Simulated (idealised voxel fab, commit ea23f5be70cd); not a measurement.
The following is a process module called voxel transistor to metal.
The width of the displayed cross-section, cut, is 285 nm; its cells are square, with a size of 5 nm.
Reading order for cross-sections: top band down to bottom band. Underlying form: a grid of square cells. Band size: one or more rows of cells. The band entry comprises the height of the band's top followed by the height of its bottom, expressed in nm, and subsequently the band's materials from left to right, each stated together with its width in nm. Where a single material is marked with the word "throughout", that material fills the band from edge to edge. The word "air" represents empty space. Heights from 0 (as-received wafer is one material below). Bottom band endless downward, as "from 0 down". Top row gets the first number, bottom row gets the second, and each row in between changes by the same step: that is how a band width like "30->40" works. For the purposes of this document, the phrase "no modifications" attached to a step denotes that no cell within the cross-section was modified by that step. Look at "Enclosed cavity list" for the closed voids: empty spaces with no open path to the top, sized 8 cells or up. Each is width x height at distance, distance from the left edge, all nm. That trailing text on a step's line, after the settings, is the simulator's own remark on the step. The optional step-line setting "overlay nm" applies to steps with a mask and quantifies how far to the right of its planned location the mask lay, a negative value indicating leftward placement. Layout of what follows: cross-section pairs, each bracketing one process step, the after cross-section shown only to the lowest band that changed, the step between and its settings noted under each pair. Pairs may originate in different runs of this module on the same starting wafer; a pair continues from the pair above only where its entry headed "Geometry before processing" says so.

### Geometry before processing
  from 50 to 25: SiO2=35, then air=15, then SiO2=50, then air=15, then SiO2=50, then air=15, then SiO2=50, then air=15, then SiO2=40
  from 25 to 10: SiO2=35, then air=15, then SiN=10, then SiO2=5, then SiCN=20, then SiO2=5, then SiN=10, then air=15, then SiO2=50, then air=15, then SiN=10, then SiO2=5, then SiCN=20, then SiO2=5, then SiN=10, then air=15, then SiO2=40
  from 10 to 0: SiO2=35, then air=15, then SiN=10, then SiO2=5, then polySi=20, then SiO2=5, then SiN=10, then air=15, then SiO2=50, then air=15, then SiN=10, then SiO2=5, then polySi=20, then SiO2=5, then SiN=10, then air=15, then SiO2=40
  from 0 to -5: SiO2=25, then SiN=10, then air=15, then SiN=10, then SiO2=5, then polySi=20, then SiO2=5, then SiN=10, then air=15, then SiN=10, then SiO2=30, then SiN=10, then air=15, then SiN=10, then SiO2=5, then polySi=20, then SiO2=5, then SiN=10, then air=15, then SiN=10, then SiO2=30
  from -5 to -10: SiO2=35, then pSi=15, then SiO2=50, then pSi=15, then SiO2=50, then pSi=15, then SiO2=50, then pSi=15, then SiO2=40
  from -10 to -35: SiO2=25, then Si=100, then SiO2=30, then Si=100, then SiO2=30
  from -35 down: Si throughout
  Enclosed cavity list: none

### State After Step
  from 55 to 50: TiN=40, then air=5, then TiN=60, then air=5, then TiN=60, then air=5, then TiN=60, then air=5, then TiN=45
  from 50 to 25: SiO2=35, then TiN=5, then air=5, then TiN=5, then SiO2=50, then TiN=5, then air=5, then TiN=5, then SiO2=50, then TiN=5, then air=5, then TiN=5, then SiO2=50, then TiN=5, then air=5, then TiN=5, then SiO2=40
  from 25 to 10: SiO2=35, then TiN=5, then air=5, then TiN=5, then SiN=10, then SiO2=5, then SiCN=20, then SiO2=5, then SiN=10, then TiN=5, then air=5, then TiN=5, then SiO2=50, then TiN=5, then air=5, then TiN=5, then SiN=10, then SiO2=5, then SiCN=20, then SiO2=5, then SiN=10, then TiN=5, then air=5, then TiN=5, then SiO2=40
  from 10 to 0: SiO2=35, then TiN=5, then air=5, then TiN=5, then SiN=10, then SiO2=5, then polySi=20, then SiO2=5, then SiN=10, then TiN=5, then air=5, then TiN=5, then SiO2=50, then TiN=5, then air=5, then TiN=5, then SiN=10, then SiO2=5, then polySi=20, then SiO2=5, then SiN=10, then TiN=5, then air=5, then TiN=5, then SiO2=40
  from 0 to -5: SiO2=25, then SiN=10, then TiN=15, then SiN=10, then SiO2=5, then polySi=20, then SiO2=5, then SiN=10, then TiN=15, then SiN=10, then SiO2=30, then SiN=10, then TiN=15, then SiN=10, then SiO2=5, then polySi=20, then SiO2=5, then SiN=10, then TiN=15, then SiN=10, then SiO2=30
  Below -5 it's all the same as before, nothing changed down there.
  Enclosed cavity list: none
Processing between the before and after sections above: CONFORMAL_DEP: material TiN, thk nm 5

Geometry before processing: The prior state of this step coincides with the post-step cross-section of the pair just above.

### State After Step
  from 60 to 55: Ru throughout
  from 55 to 50: TiN=40, then Ru=5, then TiN=60, then Ru=5, then TiN=60, then Ru=5, then TiN=60, then Ru=5, then TiN=45
  from 50 to 25: SiO2=35, then TiN=5, then Ru=5, then TiN=5, then SiO2=50, then TiN=5, then Ru=5, then TiN=5, then SiO2=50, then TiN=5, then Ru=5, then TiN=5, then SiO2=50, then TiN=5, then Ru=5, then TiN=5, then SiO2=40
  from 25 to 10: SiO2=35, then TiN=5, then Ru=5, then TiN=5, then SiN=10, then SiO2=5, then SiCN=20, then SiO2=5, then SiN=10, then TiN=5, then Ru=5, then TiN=5, then SiO2=50, then TiN=5, then Ru=5, then TiN=5, then SiN=10, then SiO2=5, then SiCN=20, then SiO2=5, then SiN=10, then TiN=5, then Ru=5, then TiN=5, then SiO2=40
  from 10 to 0: SiO2=35, then TiN=5, then Ru=5, then TiN=5, then SiN=10, then SiO2=5, then polySi=20, then SiO2=5, then SiN=10, then TiN=5, then Ru=5, then TiN=5, then SiO2=50, then TiN=5, then Ru=5, then TiN=5, then SiN=10, then SiO2=5, then polySi=20, then SiO2=5, then SiN=10, then TiN=5, then Ru=5, then TiN=5, then SiO2=40
  Below 0 it's all the same as before, nothing changed down there.
  Enclosed cavity list: none
Processing between the before and after sections above: FILL_DEP: material Ru, thk nm 5

Geometry before processing: The prior state of this step coincides with the post-step cross-section of the pair just above.

### State After Step
  from 50 to 25: SiO2=35, then TiN=5, then Ru=5, then TiN=5, then SiO2=50, then TiN=5, then Ru=5, then TiN=5, then SiO2=50, then TiN=5, then Ru=5, then TiN=5, then SiO2=50, then TiN=5, then Ru=5, then TiN=5, then SiO2=40
  Below 25 it's all the same as before, nothing changed down there.
  Enclosed cavity list: none
Processing between the before and after sections above: CMP: height nm 50

Geometry before processing: The prior state of this step coincides with the post-step cross-section of the pair just above.

### State After Step
  from 55 to 50: SiCN throughout
  Below 50 it's all the same as before, nothing changed down there.
  Enclosed cavity list: none
Processing between the before and after sections above: CONFORMAL_DEP: material SiCN, thk nm 5

Geometry before processing: The prior state of this step coincides with the post-step cross-section of the pair just above.

### State After Step
  from 75 to 55: lowk throughout
  Below 55 it's all the same as before, nothing changed down there.
  Enclosed cavity list: none
Processing between the before and after sections above: DIRECTIONAL_DEP: material lowk, thk nm 20

Geometry before processing: The prior state of this step coincides with the post-step cross-section of the pair just above.

### State After Step
  from 90 to 75: resist=35, then air=15, then resist=50, then air=15, then resist=50, then air=15, then resist=50, then air=15, then resist=40
  Below 75 it's all the same as before, nothing changed down there.
  Enclosed cavity list: none
Processing between the before and after sections above: PATTERN: tone open, mask id METAL_1, material resist, width nm 15, pitch nm 65, thk nm 15, overlay nm 0

Geometry before processing: The prior state of this step coincides with the post-step cross-section of the pair just above.

### State After Step
  from 90 to 75: resist=35, then air=15, then resist=50, then air=15, then resist=50, then air=15, then resist=50, then air=15, then resist=40
  from 75 to 55: lowk=35, then air=15, then lowk=50, then air=15, then lowk=50, then air=15, then lowk=50, then air=15, then lowk=40
  Below 55 it's all the same as before, nothing changed down there.
  Enclosed cavity list: none
Processing between the before and after sections above: DIRECTIONAL_ETCH: etch materials lowk, depth nm 20

Geometry before processing: The prior state of this step coincides with the post-step cross-section of the pair just above.

### State After Step
  from 90 to 75: resist=35, then air=15, then resist=50, then air=15, then resist=50, then air=15, then resist=50, then air=15, then resist=40
  from 75 to 55: lowk=35, then air=15, then lowk=50, then air=15, then lowk=50, then air=15, then lowk=50, then air=15, then lowk=40
  from 55 to 50: SiCN=35, then air=15, then SiCN=50, then air=15, then SiCN=50, then air=15, then SiCN=50, then air=15, then SiCN=40
  Below 50 it's all the same as before, nothing changed down there.
  Enclosed cavity list: none
Processing between the before and after sections above: DIRECTIONAL_ETCH: etch materials SiCN, depth nm 5

Geometry before processing: The prior state of this step coincides with the post-step cross-section of the pair just above.

### State After Step
  from 75 to 55: lowk=35, then air=15, then lowk=50, then air=15, then lowk=50, then air=15, then lowk=50, then air=15, then lowk=40
  Below 55 it's all the same as before, nothing changed down there.
  Enclosed cavity list: none
Processing between the before and after sections above: STRIP: etch materials resist

Geometry before processing: The prior state of this step coincides with the post-step cross-section of the pair just above.

### State After Step
  from 80 to 75: TiN=40, then air=5, then TiN=60, then air=5, then TiN=60, then air=5, then TiN=60, then air=5, then TiN=45
  from 75 to 55: lowk=35, then TiN=5, then air=5, then TiN=5, then lowk=50, then TiN=5, then air=5, then TiN=5, then lowk=50, then TiN=5, then air=5, then TiN=5, then lowk=50, then TiN=5, then air=5, then TiN=5, then lowk=40
  from 55 to 50: SiCN=35, then TiN=15, then SiCN=50, then TiN=15, then SiCN=50, then TiN=15, then SiCN=50, then TiN=15, then SiCN=40
  Below 50 it's all the same as before, nothing changed down there.
  Enclosed cavity list: none
Processing between the before and after sections above: CONFORMAL_DEP: material TiN, thk nm 5

Geometry before processing: The prior state of this step coincides with the post-step cross-section of the pair just above.

### State After Step
  from 90 to 80: W throughout
  from 80 to 75: TiN=40, then W=5, then TiN=60, then W=5, then TiN=60, then W=5, then TiN=60, then W=5, then TiN=45
  from 75 to 55: lowk=35, then TiN=5, then W=5, then TiN=5, then lowk=50, then TiN=5, then W=5, then TiN=5, then lowk=50, then TiN=5, then W=5, then TiN=5, then lowk=50, then TiN=5, then W=5, then TiN=5, then lowk=40
  Below 55 it's all the same as before, nothing changed down there.
  Enclosed cavity list: none
Processing between the before and after sections above: FILL_DEP: material W, thk nm 10

Geometry before processing: The prior state of this step coincides with the post-step cross-section of the pair just above.

### State After Step
  from 75 to 55: lowk=35, then TiN=5, then W=5, then TiN=5, then lowk=50, then TiN=5, then W=5, then TiN=5, then lowk=50, then TiN=5, then W=5, then TiN=5, then lowk=50, then TiN=5, then W=5, then TiN=5, then lowk=40
  Below 55 it's all the same as before, nothing changed down there.
  Enclosed cavity list: none
Processing between the before and after sections above: CMP: height nm 75

Geometry before processing: The prior state of this step coincides with the post-step cross-section of the pair just above.

### State After Step
  from 80 to 75: air=30, then Ru=25, then air=40, then Ru=25, then air=40, then Ru=25, then air=40, then Ru=25, then air=35
  Below 75 it's all the same as before, nothing changed down there.
  Enclosed cavity list: none
Processing between the before and after sections above: EPI: material Ru, thk nm 5

Geometry before processing: The prior state of this step coincides with the post-step cross-section of the pair just above.

### State After Step
  from 85 to 80: SiCN throughout
  from 80 to 75: SiCN=30, then Ru=25, then SiCN=40, then Ru=25, then SiCN=40, then Ru=25, then SiCN=40, then Ru=25, then SiCN=35
  Below 75 it's all the same as before, nothing changed down there.
  Enclosed cavity list: none
Processing between the before and after sections above: FILL_DEP: material SiCN, thk nm 5

### Geometry before processing
  from 55 to 50: aC=20, then air=110, then aC=20, then air=110, then aC=25
  from 50 to 40: aC throughout
  from 40 to 35: SiCN=20, then aC=110, then SiCN=20, then aC=110, then SiCN=25
  from 35 to 25: SiCN throughout
  from 25 to 20: polySi=20, then SiCN=110, then polySi=20, then SiCN=110, then polySi=25
  from 20 to 0: polySi throughout
  from 0 to -5: SiO2=20, then polySi=110, then SiO2=20, then polySi=110, then SiO2=25
  from -5 to -10: SiO2 throughout
  from -10 to -35: SiO2=25, then Si=100, then SiO2=30, then Si=100, then SiO2=30
  from -35 down: Si throughout
  Enclosed cavity list: none

### State After Step
  from 90 to 55: air=60, then resist=30, then air=100, then resist=30, then air=65
  from 55 to 50: aC=20, then air=40, then resist=30, then air=40, then aC=20, then air=40, then resist=30, then air=40, then aC=25
  Below 50 it's all the same as before, nothing changed down there.
  Enclosed cavity list: none
Processing between the before and after sections above: PATTERN: tone cover, mask id GATE, material resist, width nm 30, pitch nm 130, thk nm 35, overlay nm 0

Geometry before processing: The prior state of this step coincides with the post-step cross-section of the pair just above.

### State After Step
  from 75 to 50: air=60, then resist=30, then air=100, then resist=30, then air=65
  from 50 to 40: air=60, then aC=30, then air=100, then aC=30, then air=65
  from 40 to 35: SiCN=20, then air=40, then aC=30, then air=40, then SiCN=20, then air=40, then aC=30, then air=40, then SiCN=25
  Below 35 it's all the same as before, nothing changed down there.
  Enclosed cavity list: none
Processing between the before and after sections above: DIRECTIONAL_ETCH: etch materials aC, depth nm 15

Geometry before processing: The prior state of this step coincides with the post-step cross-section of the pair just above.

### State After Step
  from 50 to 40: air=60, then aC=30, then air=100, then aC=30, then air=65
  Below 40 it's all the same as before, nothing changed down there.
  Enclosed cavity list: none
Processing between the before and after sections above: STRIP: etch materials resist

Geometry before processing: The prior state of this step coincides with the post-step cross-section of the pair just above.

### State After Step
  from 50 to 35: air=60, then aC=30, then air=100, then aC=30, then air=65
  from 35 to 25: air=60, then SiCN=30, then air=100, then SiCN=30, then air=65
  from 25 to 20: polySi=20, then air=40, then SiCN=30, then air=40, then polySi=20, then air=40, then SiCN=30, then air=40, then polySi=25
  Below 20 it's all the same as before, nothing changed down there.
  Enclosed cavity list: none
Processing between the before and after sections above: DIRECTIONAL_ETCH: etch materials SiCN, depth nm 25

Geometry before processing: The prior state of this step coincides with the post-step cross-section of the pair just above.

### State After Step
  from 50 to 35: air=60, then aC=30, then air=100, then aC=30, then air=65
  from 35 to 20: air=60, then SiCN=30, then air=100, then SiCN=30, then air=65
  from 20 to 0: air=60, then polySi=30, then air=100, then polySi=30, then air=65
  from 0 to -5: SiO2=20, then air=40, then polySi=30, then air=40, then SiO2=20, then air=40, then polySi=30, then air=40, then SiO2=25
  Below -5 it's all the same as before, nothing changed down there.
  Enclosed cavity list: none
Processing between the before and after sections above: DIRECTIONAL_ETCH: etch materials polySi, depth nm 35

Geometry before processing: The prior state of this step coincides with the post-step cross-section of the pair just above.

### State After Step
  from 35 to 20: air=60, then SiCN=30, then air=100, then SiCN=30, then air=65
  Below 20 it's all the same as before, nothing changed down there.
  Enclosed cavity list: none
Processing between the before and after sections above: STRIP: etch materials aC

Geometry before processing: The prior state of this step coincides with the post-step cross-section of the pair just above.

### State After Step
  from 40 to 35: air=55, then SiO2=40, then air=90, then SiO2=40, then air=60
  from 35 to 20: air=55, then SiO2=5, then SiCN=30, then SiO2=5, then air=90, then SiO2=5, then SiCN=30, then SiO2=5, then air=60
  from 20 to 5: air=55, then SiO2=5, then polySi=30, then SiO2=5, then air=90, then SiO2=5, then polySi=30, then SiO2=5, then air=60
  from 5 to 0: SiO2=25, then air=30, then SiO2=5, then polySi=30, then SiO2=5, then air=30, then SiO2=30, then air=30, then SiO2=5, then polySi=30, then SiO2=5, then air=30, then SiO2=30
  from 0 to -5: SiO2=60, then polySi=30, then SiO2=100, then polySi=30, then SiO2=65
  Below -5 it's all the same as before, nothing changed down there.
  Enclosed cavity list: none
Processing between the before and after sections above: CONFORMAL_DEP: material SiO2, thk nm 5

Geometry before processing: The prior state of this step coincides with the post-step cross-section of the pair just above.

### State After Step
  from 35 to 20: air=55, then SiO2=5, then SiCN=30, then SiO2=5, then air=90, then SiO2=5, then SiCN=30, then SiO2=5, then air=60
  from 20 to 0: air=55, then SiO2=5, then polySi=30, then SiO2=5, then air=90, then SiO2=5, then polySi=30, then SiO2=5, then air=60
  from 0 to -5: SiO2=25, then air=30, then SiO2=5, then polySi=30, then SiO2=5, then air=30, then SiO2=30, then air=30, then SiO2=5, then polySi=30, then SiO2=5, then air=30, then SiO2=30
  Below -5 it's all the same as before, nothing changed down there.
  Enclosed cavity list: none
Processing between the before and after sections above: DIRECTIONAL_ETCH: etch materials SiO2, depth nm 5

Geometry before processing: The prior state of this step coincides with the post-step cross-section of the pair just above.

### State After Step
  from 45 to 35: air=45, then SiN=60, then air=70, then SiN=60, then air=50
  from 35 to 20: air=45, then SiN=10, then SiO2=5, then SiCN=30, then SiO2=5, then SiN=10, then air=70, then SiN=10, then SiO2=5, then SiCN=30, then SiO2=5, then SiN=10, then air=50
  from 20 to 10: air=45, then SiN=10, then SiO2=5, then polySi=30, then SiO2=5, then SiN=10, then air=70, then SiN=10, then SiO2=5, then polySi=30, then SiO2=5, then SiN=10, then air=50
  from 10 to 5: SiN=35, then air=10, then SiN=10, then SiO2=5, then polySi=30, then SiO2=5, then SiN=10, then air=10, then SiN=50, then air=10, then SiN=10, then SiO2=5, then polySi=30, then SiO2=5, then SiN=10, then air=10, then SiN=40
  from 5 to 0: SiN=55, then SiO2=5, then polySi=30, then SiO2=5, then SiN=90, then SiO2=5, then polySi=30, then SiO2=5, then SiN=60
  from 0 to -5: SiO2=25, then SiN=30, then SiO2=5, then polySi=30, then SiO2=5, then SiN=30, then SiO2=30, then SiN=30, then SiO2=5, then polySi=30, then SiO2=5, then SiN=30, then SiO2=30
  Below -5 it's all the same as before, nothing changed down there.
  Enclosed cavity list: none
Processing between the before and after sections above: CONFORMAL_DEP: material SiN, thk nm 10

Geometry before processing: The prior state of this step coincides with the post-step cross-section of the pair just above.

### State After Step
  from 35 to 20: air=45, then SiN=10, then SiO2=5, then SiCN=30, then SiO2=5, then SiN=10, then air=70, then SiN=10, then SiO2=5, then SiCN=30, then SiO2=5, then SiN=10, then air=50
  from 20 to 0: air=45, then SiN=10, then SiO2=5, then polySi=30, then SiO2=5, then SiN=10, then air=70, then SiN=10, then SiO2=5, then polySi=30, then SiO2=5, then SiN=10, then air=50
  from 0 to -5: SiO2=25, then SiN=10, then air=10, then SiN=10, then SiO2=5, then polySi=30, then SiO2=5, then SiN=10, then air=10, then SiN=10, then SiO2=30, then SiN=10, then air=10, then SiN=10, then SiO2=5, then polySi=30, then SiO2=5, then SiN=10, then air=10, then SiN=10, then SiO2=30
  Below -5 it's all the same as before, nothing changed down there.
  Enclosed cavity list: none
Processing between the before and after sections above: DIRECTIONAL_ETCH: etch materials SiN, depth nm 10

Geometry before processing: The prior state of this step coincides with the post-step cross-section of the pair just above.

### State After Step
  from 35 to 30: air=45, then SiN=10, then air=5, then SiCN=30, then air=5, then SiN=10, then air=70, then SiN=10, then air=5, then SiCN=30, then air=5, then SiN=10, then air=50
  from 30 to 20: air=45, then SiN=10, then SiO2=5, then SiCN=30, then SiO2=5, then SiN=10, then air=70, then SiN=10, then SiO2=5, then SiCN=30, then SiO2=5, then SiN=10, then air=50
  from 20 to 0: air=45, then SiN=10, then SiO2=5, then polySi=30, then SiO2=5, then SiN=10, then air=70, then SiN=10, then SiO2=5, then polySi=30, then SiO2=5, then SiN=10, then air=50
  from 0 to -5: air=25, then SiN=10, then air=10, then SiN=10, then SiO2=5, then polySi=30, then SiO2=5, then SiN=10, then air=10, then SiN=10, then air=30, then SiN=10, then air=10, then SiN=10, then SiO2=5, then polySi=30, then SiO2=5, then SiN=10, then air=10, then SiN=10, then air=30
  from -5 to -10: SiO2=35, then air=10, then SiO2=60, then air=10, then SiO2=50, then air=10, then SiO2=60, then air=10, then SiO2=40
  Below -10 it's all the same as before, nothing changed down there.
  Enclosed cavity list: none
Processing between the before and after sections above: DIRECTIONAL_ETCH: etch materials SiO2, depth nm 5

Geometry before processing: The prior state of this step coincides with the post-step cross-section of the pair just above.

### State After Step
  from 35 to 30: air=45, then SiN=10, then air=5, then SiCN=30, then air=5, then SiN=10, then air=70, then SiN=10, then air=5, then SiCN=30, then air=5, then SiN=10, then air=50
  from 30 to 20: air=45, then SiN=10, then SiO2=5, then SiCN=30, then SiO2=5, then SiN=10, then air=70, then SiN=10, then SiO2=5, then SiCN=30, then SiO2=5, then SiN=10, then air=50
  from 20 to 0: air=45, then SiN=10, then SiO2=5, then polySi=30, then SiO2=5, then SiN=10, then air=70, then SiN=10, then SiO2=5, then polySi=30, then SiO2=5, then SiN=10, then air=50
  from 0 to -5: air=25, then SiN=10, then air=10, then SiN=10, then SiO2=5, then polySi=30, then SiO2=5, then SiN=10, then air=10, then SiN=10, then air=30, then SiN=10, then air=10, then SiN=10, then SiO2=5, then polySi=30, then SiO2=5, then SiN=10, then air=10, then SiN=10, then air=30
  from -5 to -10: SiO2=35, then pSi=10, then SiO2=60, then pSi=10, then SiO2=50, then pSi=10, then SiO2=60, then pSi=10, then SiO2=40
  Below -10 it's all the same as before, nothing changed down there.
  Enclosed cavity list: none
Processing between the before and after sections above: EPI: material pSi, thk nm 5

Geometry before processing: The prior state of this step coincides with the post-step cross-section of the pair just above.

### State After Step
  from 45 to 35: SiO2 throughout
  from 35 to 20: SiO2=45, then SiN=10, then SiO2=5, then SiCN=30, then SiO2=5, then SiN=10, then SiO2=70, then SiN=10, then SiO2=5, then SiCN=30, then SiO2=5, then SiN=10, then SiO2=50
  from 20 to 0: SiO2=45, then SiN=10, then SiO2=5, then polySi=30, then SiO2=5, then SiN=10, then SiO2=70, then SiN=10, then SiO2=5, then polySi=30, then SiO2=5, then SiN=10, then SiO2=50
  from 0 to -5: SiO2=25, then SiN=10, then SiO2=10, then SiN=10, then SiO2=5, then polySi=30, then SiO2=5, then SiN=10, then SiO2=10, then SiN=10, then SiO2=30, then SiN=10, then SiO2=10, then SiN=10, then SiO2=5, then polySi=30, then SiO2=5, then SiN=10, then SiO2=10, then SiN=10, then SiO2=30
  Below -5 it's all the same as before, nothing changed down there.
  Enclosed cavity list: none
Processing between the before and after sections above: FILL_DEP: material SiO2, thk nm 10

Geometry before processing: The prior state of this step coincides with the post-step cross-section of the pair just above.

### State After Step
  from 35 to 20: SiO2=45, then SiN=10, then SiO2=5, then SiCN=30, then SiO2=5, then SiN=10, then SiO2=70, then SiN=10, then SiO2=5, then SiCN=30, then SiO2=5, then SiN=10, then SiO2=50
  Below 20 it's all the same as before, nothing changed down there.
  Enclosed cavity list: none
Processing between the before and after sections above: CMP: height nm 35

Geometry before processing: The prior state of this step coincides with the post-step cross-section of the pair just above.

### State After Step
  from 50 to 35: SiO2 throughout
  Below 35 it's all the same as before, nothing changed down there.
  Enclosed cavity list: none
Processing between the before and after sections above: DIRECTIONAL_DEP: material SiO2, thk nm 15

Geometry before processing: The prior state of this step coincides with the post-step cross-section of the pair just above.

### State After Step
  from 70 to 50: resist=35, then air=15, then resist=50, then air=15, then resist=50, then air=15, then resist=50, then air=15, then resist=40
  Below 50 it's all the same as before, nothing changed down there.
  Enclosed cavity list: none
Processing between the before and after sections above: PATTERN: tone open, mask id CONTACT, material resist, width nm 15, pitch nm 65, thk nm 20, overlay nm 0

Geometry before processing: The prior state of this step coincides with the post-step cross-section of the pair just above.

### State After Step
  from 70 to 50: resist=35, then air=15, then resist=50, then air=15, then resist=50, then air=15, then resist=50, then air=15, then resist=40
  from 50 to 35: SiO2=35, then air=15, then SiO2=50, then air=15, then SiO2=50, then air=15, then SiO2=50, then air=15, then SiO2=40
  from 35 to 20: SiO2=35, then air=10, then SiN=10, then SiO2=5, then SiCN=30, then SiO2=5, then SiN=10, then air=10, then SiO2=50, then air=10, then SiN=10, then SiO2=5, then SiCN=30, then SiO2=5, then SiN=10, then air=10, then SiO2=40
  from 20 to 0: SiO2=35, then air=10, then SiN=10, then SiO2=5, then polySi=30, then SiO2=5, then SiN=10, then air=10, then SiO2=50, then air=10, then SiN=10, then SiO2=5, then polySi=30, then SiO2=5, then SiN=10, then air=10, then SiO2=40
  from 0 to -5: SiO2=25, then SiN=10, then air=10, then SiN=10, then SiO2=5, then polySi=30, then SiO2=5, then SiN=10, then air=10, then SiN=10, then SiO2=30, then SiN=10, then air=10, then SiN=10, then SiO2=5, then polySi=30, then SiO2=5, then SiN=10, then air=10, then SiN=10, then SiO2=30
  Below -5 it's all the same as before, nothing changed down there.
  Enclosed cavity list: none
Processing between the before and after sections above: DIRECTIONAL_ETCH: etch materials SiO2, depth nm 55

Geometry before processing: The prior state of this step coincides with the post-step cross-section of the pair just above.

### State After Step
  from 50 to 35: SiO2=35, then air=15, then SiO2=50, then air=15, then SiO2=50, then air=15, then SiO2=50, then air=15, then SiO2=40
  Below 35 it's all the same as before, nothing changed down there.
  Enclosed cavity list: none
Processing between the before and after sections above: STRIP: etch materials resist

Geometry before processing: The prior state of this step coincides with the post-step cross-section of the pair just above.

### State After Step
  from 55 to 50: TiN=40, then air=5, then TiN=60, then air=5, then TiN=60, then air=5, then TiN=60, then air=5, then TiN=45
  from 50 to 40: SiO2=35, then TiN=5, then air=5, then TiN=5, then SiO2=50, then TiN=5, then air=5, then TiN=5, then SiO2=50, then TiN=5, then air=5, then TiN=5, then SiO2=50, then TiN=5, then air=5, then TiN=5, then SiO2=40
  from 40 to 35: SiO2=35, then TiN=15, then SiO2=50, then TiN=15, then SiO2=50, then TiN=15, then SiO2=50, then TiN=15, then SiO2=40
  from 35 to 20: SiO2=35, then TiN=10, then SiN=10, then SiO2=5, then SiCN=30, then SiO2=5, then SiN=10, then TiN=10, then SiO2=50, then TiN=10, then SiN=10, then SiO2=5, then SiCN=30, then SiO2=5, then SiN=10, then TiN=10, then SiO2=40
  from 20 to 0: SiO2=35, then TiN=10, then SiN=10, then SiO2=5, then polySi=30, then SiO2=5, then SiN=10, then TiN=10, then SiO2=50, then TiN=10, then SiN=10, then SiO2=5, then polySi=30, then SiO2=5, then SiN=10, then TiN=10, then SiO2=40
  from 0 to -5: SiO2=25, then SiN=10, then TiN=10, then SiN=10, then SiO2=5, then polySi=30, then SiO2=5, then SiN=10, then TiN=10, then SiN=10, then SiO2=30, then SiN=10, then TiN=10, then SiN=10, then SiO2=5, then polySi=30, then SiO2=5, then SiN=10, then TiN=10, then SiN=10, then SiO2=30
  Below -5 it's all the same as before, nothing changed down there.
  Enclosed cavity list: none
Processing between the before and after sections above: CONFORMAL_DEP: material TiN, thk nm 5

Geometry before processing: The prior state of this step coincides with the post-step cross-section of the pair just above.

### State After Step
  from 60 to 55: Ru throughout
  from 55 to 50: TiN=40, then Ru=5, then TiN=60, then Ru=5, then TiN=60, then Ru=5, then TiN=60, then Ru=5, then TiN=45
  from 50 to 40: SiO2=35, then TiN=5, then Ru=5, then TiN=5, then SiO2=50, then TiN=5, then Ru=5, then TiN=5, then SiO2=50, then TiN=5, then Ru=5, then TiN=5, then SiO2=50, then TiN=5, then Ru=5, then TiN=5, then SiO2=40
  Below 40 it's all the same as before, nothing changed down there.
  Enclosed cavity list: none
Processing between the before and after sections above: FILL_DEP: material Ru, thk nm 5

Geometry before processing: The prior state of this step coincides with the post-step cross-section of the pair just above.

### State After Step
  from 50 to 40: SiO2=35, then TiN=5, then Ru=5, then TiN=5, then SiO2=50, then TiN=5, then Ru=5, then TiN=5, then SiO2=50, then TiN=5, then Ru=5, then TiN=5, then SiO2=50, then TiN=5, then Ru=5, then TiN=5, then SiO2=40
  Below 40 it's all the same as before, nothing changed down there.
  Enclosed cavity list: none
Processing between the before and after sections above: CMP: height nm 50

Geometry before processing: The prior state of this step coincides with the post-step cross-section of the pair just above.

### State After Step
  from 55 to 50: SiCN throughout
  Below 50 it's all the same as before, nothing changed down there.
  Enclosed cavity list: none
Processing between the before and after sections above: CONFORMAL_DEP: material SiCN, thk nm 5

Geometry before processing: The prior state of this step coincides with the post-step cross-section of the pair just above.

### State After Step
  from 75 to 55: lowk throughout
  Below 55 it's all the same as before, nothing changed down there.
  Enclosed cavity list: none
Processing between the before and after sections above: DIRECTIONAL_DEP: material lowk, thk nm 20

Geometry before processing: The prior state of this step coincides with the post-step cross-section of the pair just above.

### State After Step
  from 90 to 75: resist=35, then air=15, then resist=50, then air=15, then resist=50, then air=15, then resist=50, then air=15, then resist=40
  Below 75 it's all the same as before, nothing changed down there.
  Enclosed cavity list: none
Processing between the before and after sections above: PATTERN: tone open, mask id METAL_1, material resist, width nm 15, pitch nm 65, thk nm 15, overlay nm 0

Geometry before processing: The prior state of this step coincides with the post-step cross-section of the pair just above.

### State After Step
  from 90 to 75: resist=35, then air=15, then resist=50, then air=15, then resist=50, then air=15, then resist=50, then air=15, then resist=40
  from 75 to 55: lowk=35, then air=15, then lowk=50, then air=15, then lowk=50, then air=15, then lowk=50, then air=15, then lowk=40
  Below 55 it's all the same as before, nothing changed down there.
  Enclosed cavity list: none
Processing between the before and after sections above: DIRECTIONAL_ETCH: etch materials lowk, depth nm 20

Geometry before processing: The prior state of this step coincides with the post-step cross-section of the pair just above.

### State After Step
  from 90 to 75: resist=35, then air=15, then resist=50, then air=15, then resist=50, then air=15, then resist=50, then air=15, then resist=40
  from 75 to 55: lowk=35, then air=15, then lowk=50, then air=15, then lowk=50, then air=15, then lowk=50, then air=15, then lowk=40
  from 55 to 50: SiCN=35, then air=15, then SiCN=50, then air=15, then SiCN=50, then air=15, then SiCN=50, then air=15, then SiCN=40
  Below 50 it's all the same as before, nothing changed down there.
  Enclosed cavity list: none
Processing between the before and after sections above: DIRECTIONAL_ETCH: etch materials SiCN, depth nm 5

Geometry before processing: The prior state of this step coincides with the post-step cross-section of the pair just above.

### State After Step
  from 75 to 55: lowk=35, then air=15, then lowk=50, then air=15, then lowk=50, then air=15, then lowk=50, then air=15, then lowk=40
  Below 55 it's all the same as before, nothing changed down there.
  Enclosed cavity list: none
Processing between the before and after sections above: STRIP: etch materials resist

Geometry before processing: The prior state of this step coincides with the post-step cross-section of the pair just above.

### State After Step
  from 80 to 75: TiN=40, then air=5, then TiN=60, then air=5, then TiN=60, then air=5, then TiN=60, then air=5, then TiN=45
  from 75 to 55: lowk=35, then TiN=5, then air=5, then TiN=5, then lowk=50, then TiN=5, then air=5, then TiN=5, then lowk=50, then TiN=5, then air=5, then TiN=5, then lowk=50, then TiN=5, then air=5, then TiN=5, then lowk=40
  from 55 to 50: SiCN=35, then TiN=15, then SiCN=50, then TiN=15, then SiCN=50, then TiN=15, then SiCN=50, then TiN=15, then SiCN=40
  Below 50 it's all the same as before, nothing changed down there.
  Enclosed cavity list: none
Processing between the before and after sections above: CONFORMAL_DEP: material TiN, thk nm 5

Geometry before processing: The prior state of this step coincides with the post-step cross-section of the pair just above.

### State After Step
  from 90 to 80: W throughout
  from 80 to 75: TiN=40, then W=5, then TiN=60, then W=5, then TiN=60, then W=5, then TiN=60, then W=5, then TiN=45
  from 75 to 55: lowk=35, then TiN=5, then W=5, then TiN=5, then lowk=50, then TiN=5, then W=5, then TiN=5, then lowk=50, then TiN=5, then W=5, then TiN=5, then lowk=50, then TiN=5, then W=5, then TiN=5, then lowk=40
  Below 55 it's all the same as before, nothing changed down there.
  Enclosed cavity list: none
Processing between the before and after sections above: FILL_DEP: material W, thk nm 10
